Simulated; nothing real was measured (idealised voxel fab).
process module | voxel released beams
cross-section cut | 185 nm wide | cells 5 nm
A cross-section is a grid of square cells, given in bands from the top down. A band is one or more rows of cells.
Each band's line starts with the height of the band's top and of its bottom, in nm. Then come its materials from left to right, each with its width in nm. One material with "throughout" fills the band from edge to edge. "air" is empty space.
Height 0 is the level under which the wafer as received is all one material. The lowest band goes on downwards, as in "0 down".
A width such as "30 to 40" changes by the same amount from each row of cells to the next, from the band's top row to its bottom row.
"no change" after a step means that no cell of the cross-section changed.
closed voids: empty space of 8 cells or more with no open way to the top, each as width x height at its distance from the left edge, in nm
after a step's settings: what the simulator itself notes on the step
overlay nm, on a step with a mask: how far to the right of its planned place the mask lay; to the left if negative
plan
1 op RECEIVE | material Si
2 op CONFORMAL_DEP | material SiN | thk nm 5
3 op DIRECTIONAL_DEP | material SiO2 | thk nm 10
4 op DIRECTIONAL_DEP | material aC | thk nm 10
5 op PATTERN | tone open | mask id ANCHOR | material resist | width nm 30 | thk nm 30 | overlay nm 0
6 op DIRECTIONAL_ETCH | etch materials aC | depth nm 10
7 op STRIP | etch materials resist
8 op DIRECTIONAL_ETCH | etch materials SiO2 | depth nm 10
9 op STRIP | etch materials aC
10 op CONFORMAL_DEP | material polySi | thk nm 10
11 op DIRECTIONAL_DEP | material aC | thk nm 15
12 op PATTERN | tone cover | mask id BEAM | material resist | width nm 80 | thk nm 35 | overlay nm 0
13 op DIRECTIONAL_ETCH | etch materials aC | depth nm 15
14 op STRIP | etch materials resist
15 op DIRECTIONAL_ETCH | etch materials polySi | depth nm 10
16 op STRIP | etch materials aC
17 op STRIP | etch materials SiO2
as received, after step 1
  0 down: Si throughout
  closed voids: none
a wafer at the end: this start, this plan, one mistake
  35 to 25: air 50 | polySi 80 | air 55
  25 to 15: SiN throughout
  15 to 5: SiO2 throughout
  5 to 0: SiN throughout
  0 down: Si throughout
  closed voids: none
what went wrong: step 4 ran as: op DIRECTIONAL_DEP | material SiN | thk nm 10
